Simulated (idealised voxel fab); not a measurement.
Title: Process Module voxel gate over fins
Cross-section cut spans 255 nm and uses square cells 5 nm in size.
Think of the cross-section as a grid of square cells. We describe it in bands, top to bottom, and each band covers one or more rows of those cells.
Basically the band line says how high the top is and how high the bottom is, in nm, and then what's in it from left to right, every material with its width in nm. Empty space shows up as "blank", and if a single material carries "throughout" it runs the full band edge to edge.
Height datum 0, below which the as-received substrate wafer is one material. Lowest band open at the bottom, running downward: "top 0, no bottom".
Width spec "30->40" -> top row of cells at first value, bottom row at second value, equal per-row change in between.
You'll sometimes find "remains unaltered" written for a step, and that's the way of saying that nowhere in the cross-section did a cell change during that step.
Empty spaces without an open route to the top, at least 8 cells in extent, make up the entry "Unvented internal voids"; each is given as width x height at distance, where the distance is measured from the left edge, and all are in nm.
Past the settings on a step's line: simulator remark, on that step.
The "overlay nm" setting may appear on a step's line; for a step that uses a mask, it gives how far to the right of its planned position the mask lay, and a negative value indicates the left.
## Steps in the process plan
1. RECEIVE (material Si)
2. CONFORMAL_DEP (material SiN; thk nm 10)
3. MASKED_ETCH (tone cover; mask id FINS; width nm 15; pitch nm 55; etch materials SiN; depth nm 10; overlay nm 0)
4. MASKED_ETCH (tone cover; mask id FINS; width nm 15; pitch nm 55; etch materials Si; depth nm 40; overlay nm 0)
5. OXIDIZE (depth nm 5)
6. FILL_DEP (material SiO2; thk nm 10)
7. CMP (height nm 10)
8. DIRECTIONAL_DEP (material aC; thk nm 10)
9. PATTERN (tone open; mask id RAIL; material resist; width nm 15; thk nm 30; overlay nm 0)
10. DIRECTIONAL_ETCH (etch materials aC; depth nm 10)
11. STRIP (etch materials resist)
12. DIRECTIONAL_ETCH (etch materials SiO2; depth nm 45)
13. STRIP (etch materials aC)
14. CONFORMAL_DEP (material TiN; thk nm 5)
15. FILL_DEP (material W; thk nm 10)
16. CMP (height nm 10)
17. SELECTIVE_ETCH (etch materials W Ru TiN; depth nm 35)
18. FILL_DEP (material SiO2; thk nm 5)
19. CMP (height nm 10)
20. SELECTIVE_ETCH (etch materials SiO2; depth nm 25)
21. STRIP (etch materials SiN)
22. CONFORMAL_DEP (material HfO2; thk nm 5)
23. CONFORMAL_DEP (material TiN; thk nm 5)
24. FILL_DEP (material W; thk nm 15)
25. CMP (height nm 20)
26. CONFORMAL_DEP (material SiCN; thk nm 10)
## First of two wafers, processed according to plan
## Cross-section, incoming material, after step 1
top 0, no bottom: Si throughout
Unvented internal voids: none
## Wafer xsec, post step 2
top 10, bottom 0: SiN throughout
Note: structure below 0 unchanged.
## Wafer xsec, post step 3
top 10, bottom 0: blank=35; SiN=15; blank=40; SiN=15; blank=40; SiN=15; blank=40; SiN=15; blank=40
Note: structure below 0 unchanged.
## Wafer xsec, post step 4
top 10, bottom 0: blank=35; SiN=15; blank=40; SiN=15; blank=40; SiN=15; blank=40; SiN=15; blank=40
top 0, bottom -40: blank=35; Si=15; blank=40; Si=15; blank=40; Si=15; blank=40; Si=15; blank=40
Note: structure below -40 unchanged.
## Wafer xsec, post step 5
top 10, bottom 0: blank=35; SiN=15; blank=40; SiN=15; blank=40; SiN=15; blank=40; SiN=15; blank=40
top 0, bottom -40: blank=35; SiO2=5; Si=5; SiO2=5; blank=40; SiO2=5; Si=5; SiO2=5; blank=40; SiO2=5; Si=5; SiO2=5; blank=40; SiO2=5; Si=5; SiO2=5; blank=40
top -40, bottom -45: SiO2=40; Si=5; SiO2=50; Si=5; SiO2=50; Si=5; SiO2=50; Si=5; SiO2=45
Note: structure below -45 unchanged.
## Wafer xsec, post step 6
top 20, bottom 10: SiO2 throughout
top 10, bottom 0: SiO2=35; SiN=15; SiO2=40; SiN=15; SiO2=40; SiN=15; SiO2=40; SiN=15; SiO2=40
top 0, bottom -45: SiO2=40; Si=5; SiO2=50; Si=5; SiO2=50; Si=5; SiO2=50; Si=5; SiO2=45
Note: structure below -45 unchanged.
## Wafer xsec, post step 7
top 10, bottom 0: SiO2=35; SiN=15; SiO2=40; SiN=15; SiO2=40; SiN=15; SiO2=40; SiN=15; SiO2=40
Note: structure below 0 unchanged.
## Wafer xsec, post step 8
top 20, bottom 10: aC throughout
Note: structure below 10 unchanged.
## Wafer xsec, post step 9
top 50, bottom 20: resist=60; blank=15; resist=180
Note: structure below 20 unchanged.
## Wafer xsec, post step 10
top 40, bottom 20: resist=60; blank=15; resist=180
top 20, bottom 10: aC=60; blank=15; aC=180
Note: structure below 10 unchanged.
## Wafer xsec, post step 11
top 20, bottom 10: aC=60; blank=15; aC=180
Note: structure below 10 unchanged.
## Wafer xsec, post step 12
top 20, bottom 10: aC=60; blank=15; aC=180
top 10, bottom 0: SiO2=35; SiN=15; SiO2=10; blank=15; SiO2=15; SiN=15; SiO2=40; SiN=15; SiO2=40; SiN=15; SiO2=40
top 0, bottom -35: SiO2=40; Si=5; SiO2=15; blank=15; SiO2=20; Si=5; SiO2=50; Si=5; SiO2=50; Si=5; SiO2=45
Note: structure below -35 unchanged.
## Wafer xsec, post step 13
top 10, bottom 0: SiO2=35; SiN=15; SiO2=10; blank=15; SiO2=15; SiN=15; SiO2=40; SiN=15; SiO2=40; SiN=15; SiO2=40
Note: structure below 0 unchanged.
## Wafer xsec, post step 14
top 15, bottom 10: TiN=65; blank=5; TiN=185
top 10, bottom 0: SiO2=35; SiN=15; SiO2=10; TiN=5; blank=5; TiN=5; SiO2=15; SiN=15; SiO2=40; SiN=15; SiO2=40; SiN=15; SiO2=40
top 0, bottom -30: SiO2=40; Si=5; SiO2=15; TiN=5; blank=5; TiN=5; SiO2=20; Si=5; SiO2=50; Si=5; SiO2=50; Si=5; SiO2=45
top -30, bottom -35: SiO2=40; Si=5; SiO2=15; TiN=15; SiO2=20; Si=5; SiO2=50; Si=5; SiO2=50; Si=5; SiO2=45
Note: structure below -35 unchanged.
## Wafer xsec, post step 15
top 25, bottom 15: W throughout
top 15, bottom 10: TiN=65; W=5; TiN=185
top 10, bottom 0: SiO2=35; SiN=15; SiO2=10; TiN=5; W=5; TiN=5; SiO2=15; SiN=15; SiO2=40; SiN=15; SiO2=40; SiN=15; SiO2=40
top 0, bottom -30: SiO2=40; Si=5; SiO2=15; TiN=5; W=5; TiN=5; SiO2=20; Si=5; SiO2=50; Si=5; SiO2=50; Si=5; SiO2=45
Note: structure below -30 unchanged.
## Wafer xsec, post step 16
top 10, bottom 0: SiO2=35; SiN=15; SiO2=10; TiN=5; W=5; TiN=5; SiO2=15; SiN=15; SiO2=40; SiN=15; SiO2=40; SiN=15; SiO2=40
Note: structure below 0 unchanged.
## Wafer xsec, post step 17
top 10, bottom 0: SiO2=35; SiN=15; SiO2=10; blank=15; SiO2=15; SiN=15; SiO2=40; SiN=15; SiO2=40; SiN=15; SiO2=40
top 0, bottom -25: SiO2=40; Si=5; SiO2=15; blank=15; SiO2=20; Si=5; SiO2=50; Si=5; SiO2=50; Si=5; SiO2=45
Note: structure below -25 unchanged.
## Wafer xsec, post step 18
top 15, bottom 10: SiO2 throughout
top 10, bottom 0: SiO2=35; SiN=15; SiO2=40; SiN=15; SiO2=40; SiN=15; SiO2=40; SiN=15; SiO2=40
top 0, bottom -25: SiO2=40; Si=5; SiO2=50; Si=5; SiO2=50; Si=5; SiO2=50; Si=5; SiO2=45
Note: structure below -25 unchanged.
## Wafer xsec, post step 19
top 10, bottom 0: SiO2=35; SiN=15; SiO2=40; SiN=15; SiO2=40; SiN=15; SiO2=40; SiN=15; SiO2=40
Note: structure below 0 unchanged.
## Wafer xsec, post step 20
top 10, bottom 0: blank=35; SiN=15; blank=40; SiN=15; blank=40; SiN=15; blank=40; SiN=15; blank=40
top 0, bottom -15: blank=40; Si=5; blank=50; Si=5; blank=50; Si=5; blank=50; Si=5; blank=45
Note: structure below -15 unchanged.
## Wafer xsec, post step 21
top 0, bottom -15: blank=40; Si=5; blank=50; Si=5; blank=50; Si=5; blank=50; Si=5; blank=45
Note: structure below -15 unchanged.
## Wafer xsec, post step 22
top 5, bottom 0: blank=35; HfO2=15; blank=40; HfO2=15; blank=40; HfO2=15; blank=40; HfO2=15; blank=40
top 0, bottom -10: blank=35; HfO2=5; Si=5; HfO2=5; blank=40; HfO2=5; Si=5; HfO2=5; blank=40; HfO2=5; Si=5; HfO2=5; blank=40; HfO2=5; Si=5; HfO2=5; blank=40
top -10, bottom -15: HfO2=40; Si=5; HfO2=50; Si=5; HfO2=50; Si=5; HfO2=50; Si=5; HfO2=45
Note: structure below -15 unchanged.
## Wafer xsec, post step 23
top 10, bottom 5: blank=30; TiN=25; blank=30; TiN=25; blank=30; TiN=25; blank=30; TiN=25; blank=35
top 5, bottom 0: blank=30; TiN=5; HfO2=15; TiN=5; blank=30; TiN=5; HfO2=15; TiN=5; blank=30; TiN=5; HfO2=15; TiN=5; blank=30; TiN=5; HfO2=15; TiN=5; blank=35
top 0, bottom -5: blank=30; TiN=5; HfO2=5; Si=5; HfO2=5; TiN=5; blank=30; TiN=5; HfO2=5; Si=5; HfO2=5; TiN=5; blank=30; TiN=5; HfO2=5; Si=5; HfO2=5; TiN=5; blank=30; TiN=5; HfO2=5; Si=5; HfO2=5; TiN=5; blank=35
top -5, bottom -10: TiN=35; HfO2=5; Si=5; HfO2=5; TiN=40; HfO2=5; Si=5; HfO2=5; TiN=40; HfO2=5; Si=5; HfO2=5; TiN=40; HfO2=5; Si=5; HfO2=5; TiN=40
Note: structure below -10 unchanged.
## Wafer xsec, post step 24
top 25, bottom 10: W throughout
top 10, bottom 5: W=30; TiN=25; W=30; TiN=25; W=30; TiN=25; W=30; TiN=25; W=35
top 5, bottom 0: W=30; TiN=5; HfO2=15; TiN=5; W=30; TiN=5; HfO2=15; TiN=5; W=30; TiN=5; HfO2=15; TiN=5; W=30; TiN=5; HfO2=15; TiN=5; W=35
top 0, bottom -5: W=30; TiN=5; HfO2=5; Si=5; HfO2=5; TiN=5; W=30; TiN=5; HfO2=5; Si=5; HfO2=5; TiN=5; W=30; TiN=5; HfO2=5; Si=5; HfO2=5; TiN=5; W=30; TiN=5; HfO2=5; Si=5; HfO2=5; TiN=5; W=35
Note: structure below -5 unchanged.
## Wafer xsec, post step 25
top 20, bottom 10: W throughout
Note: structure below 10 unchanged.
## Wafer xsec, post step 26
top 30, bottom 20: SiCN throughout
Note: structure below 20 unchanged.
## Wafer two: like wafer one in start and plan, but with one mistake in execution; identical up to and including step 8
## Cross-section of the second wafer when, according to plan, step 9 should have finished
top 50, bottom 20: resist=55; blank=25; resist=175
Note: structure below 20 unchanged.
## Cross-section of the second wafer when, according to plan, step 10 should have finished
top 40, bottom 20: resist=55; blank=25; resist=175
top 20, bottom 10: aC=55; blank=25; aC=175
Note: structure below 10 unchanged.
## Cross-section of the second wafer when, according to plan, step 11 should have finished
top 20, bottom 10: aC=55; blank=25; aC=175
Note: structure below 10 unchanged.
## Cross-section of the second wafer when, according to plan, step 12 should have finished
top 20, bottom 10: aC=55; blank=25; aC=175
top 10, bottom 0: SiO2=35; SiN=15; SiO2=5; blank=25; SiO2=10; SiN=15; SiO2=40; SiN=15; SiO2=40; SiN=15; SiO2=40
top 0, bottom -35: SiO2=40; Si=5; SiO2=10; blank=25; SiO2=15; Si=5; SiO2=50; Si=5; SiO2=50; Si=5; SiO2=45
Note: structure below -35 unchanged.
## Cross-section of the second wafer when, according to plan, step 13 should have finished
top 10, bottom 0: SiO2=35; SiN=15; SiO2=5; blank=25; SiO2=10; SiN=15; SiO2=40; SiN=15; SiO2=40; SiN=15; SiO2=40
Note: structure below 0 unchanged.
## Cross-section of the second wafer when, according to plan, step 14 should have finished
top 15, bottom 10: TiN=60; blank=15; TiN=180
top 10, bottom 0: SiO2=35; SiN=15; SiO2=5; TiN=5; blank=15; TiN=5; SiO2=10; SiN=15; SiO2=40; SiN=15; SiO2=40; SiN=15; SiO2=40
top 0, bottom -30: SiO2=40; Si=5; SiO2=10; TiN=5; blank=15; TiN=5; SiO2=15; Si=5; SiO2=50; Si=5; SiO2=50; Si=5; SiO2=45
top -30, bottom -35: SiO2=40; Si=5; SiO2=10; TiN=25; SiO2=15; Si=5; SiO2=50; Si=5; SiO2=50; Si=5; SiO2=45
Note: structure below -35 unchanged.
## Cross-section of the second wafer when, according to plan, step 15 should have finished
top 25, bottom 15: W throughout
top 15, bottom 10: TiN=60; W=15; TiN=180
top 10, bottom 0: SiO2=35; SiN=15; SiO2=5; TiN=5; W=15; TiN=5; SiO2=10; SiN=15; SiO2=40; SiN=15; SiO2=40; SiN=15; SiO2=40
top 0, bottom -30: SiO2=40; Si=5; SiO2=10; TiN=5; W=15; TiN=5; SiO2=15; Si=5; SiO2=50; Si=5; SiO2=50; Si=5; SiO2=45
Note: structure below -30 unchanged.
## Cross-section of the second wafer when, according to plan, step 16 should have finished
top 10, bottom 0: SiO2=35; SiN=15; SiO2=5; TiN=5; W=15; TiN=5; SiO2=10; SiN=15; SiO2=40; SiN=15; SiO2=40; SiN=15; SiO2=40
Note: structure below 0 unchanged.
## Cross-section of the second wafer when, according to plan, step 17 should have finished
top 10, bottom 0: SiO2=35; SiN=15; SiO2=5; blank=25; SiO2=10; SiN=15; SiO2=40; SiN=15; SiO2=40; SiN=15; SiO2=40
top 0, bottom -25: SiO2=40; Si=5; SiO2=10; blank=25; SiO2=15; Si=5; SiO2=50; Si=5; SiO2=50; Si=5; SiO2=45
Note: structure below -25 unchanged.
## Cross-section of the second wafer when, according to plan, step 18 should have finished
top 15, bottom 10: SiO2 throughout
top 10, bottom 0: SiO2=35; SiN=15; SiO2=40; SiN=15; SiO2=40; SiN=15; SiO2=40; SiN=15; SiO2=40
top 0, bottom -25: SiO2=40; Si=5; SiO2=50; Si=5; SiO2=50; Si=5; SiO2=50; Si=5; SiO2=45
Note: structure below -25 unchanged.
## Cross-section of the second wafer when, according to plan, step 19 should have finished
top 10, bottom 0: SiO2=35; SiN=15; SiO2=40; SiN=15; SiO2=40; SiN=15; SiO2=40; SiN=15; SiO2=40
Note: structure below 0 unchanged.
## Cross-section of the second wafer when, according to plan, step 20 should have finished
top 10, bottom 0: blank=35; SiN=15; blank=40; SiN=15; blank=40; SiN=15; blank=40; SiN=15; blank=40
top 0, bottom -15: blank=40; Si=5; blank=50; Si=5; blank=50; Si=5; blank=50; Si=5; blank=45
Note: structure below -15 unchanged.
## Cross-section of the second wafer when, according to plan, step 21 should have finished
top 0, bottom -15: blank=40; Si=5; blank=50; Si=5; blank=50; Si=5; blank=50; Si=5; blank=45
Note: structure below -15 unchanged.
## Cross-section of the second wafer when, according to plan, step 22 should have finished
top 5, bottom 0: blank=35; HfO2=15; blank=40; HfO2=15; blank=40; HfO2=15; blank=40; HfO2=15; blank=40
top 0, bottom -10: blank=35; HfO2=5; Si=5; HfO2=5; blank=40; HfO2=5; Si=5; HfO2=5; blank=40; HfO2=5; Si=5; HfO2=5; blank=40; HfO2=5; Si=5; HfO2=5; blank=40
top -10, bottom -15: HfO2=40; Si=5; HfO2=50; Si=5; HfO2=50; Si=5; HfO2=50; Si=5; HfO2=45
Note: structure below -15 unchanged.
## Cross-section of the second wafer when, according to plan, step 23 should have finished
top 10, bottom 5: blank=30; TiN=25; blank=30; TiN=25; blank=30; TiN=25; blank=30; TiN=25; blank=35
top 5, bottom 0: blank=30; TiN=5; HfO2=15; TiN=5; blank=30; TiN=5; HfO2=15; TiN=5; blank=30; TiN=5; HfO2=15; TiN=5; blank=30; TiN=5; HfO2=15; TiN=5; blank=35
top 0, bottom -5: blank=30; TiN=5; HfO2=5; Si=5; HfO2=5; TiN=5; blank=30; TiN=5; HfO2=5; Si=5; HfO2=5; TiN=5; blank=30; TiN=5; HfO2=5; Si=5; HfO2=5; TiN=5; blank=30; TiN=5; HfO2=5; Si=5; HfO2=5; TiN=5; blank=35
top -5, bottom -10: TiN=35; HfO2=5; Si=5; HfO2=5; TiN=40; HfO2=5; Si=5; HfO2=5; TiN=40; HfO2=5; Si=5; HfO2=5; TiN=40; HfO2=5; Si=5; HfO2=5; TiN=40
Note: structure below -10 unchanged.
## Cross-section of the second wafer when, according to plan, step 24 should have finished
top 25, bottom 10: W throughout
top 10, bottom 5: W=30; TiN=25; W=30; TiN=25; W=30; TiN=25; W=30; TiN=25; W=35
top 5, bottom 0: W=30; TiN=5; HfO2=15; TiN=5; W=30; TiN=5; HfO2=15; TiN=5; W=30; TiN=5; HfO2=15; TiN=5; W=30; TiN=5; HfO2=15; TiN=5; W=35
top 0, bottom -5: W=30; TiN=5; HfO2=5; Si=5; HfO2=5; TiN=5; W=30; TiN=5; HfO2=5; Si=5; HfO2=5; TiN=5; W=30; TiN=5; HfO2=5; Si=5; HfO2=5; TiN=5; W=30; TiN=5; HfO2=5; Si=5; HfO2=5; TiN=5; W=35
Note: structure below -5 unchanged.
## Cross-section of the second wafer when, according to plan, step 25 should have finished
top 20, bottom 10: W throughout
Note: structure below 10 unchanged.
## Cross-section of the second wafer when, according to plan, step 26 should have finished
top 30, bottom 20: SiCN throughout
Note: structure below 20 unchanged.
In executing the process, a mistake was made relative to the plan: step 9, actual vs plan mismatch, actual run PATTERN (tone open; mask id RAIL; material resist; width nm 25; thk nm 30; overlay nm 0)
End of process, cell counts, second wafer against first, materials with more or fewer: 4 fewer of SiO2, 2 more of TiN, 2 more of W
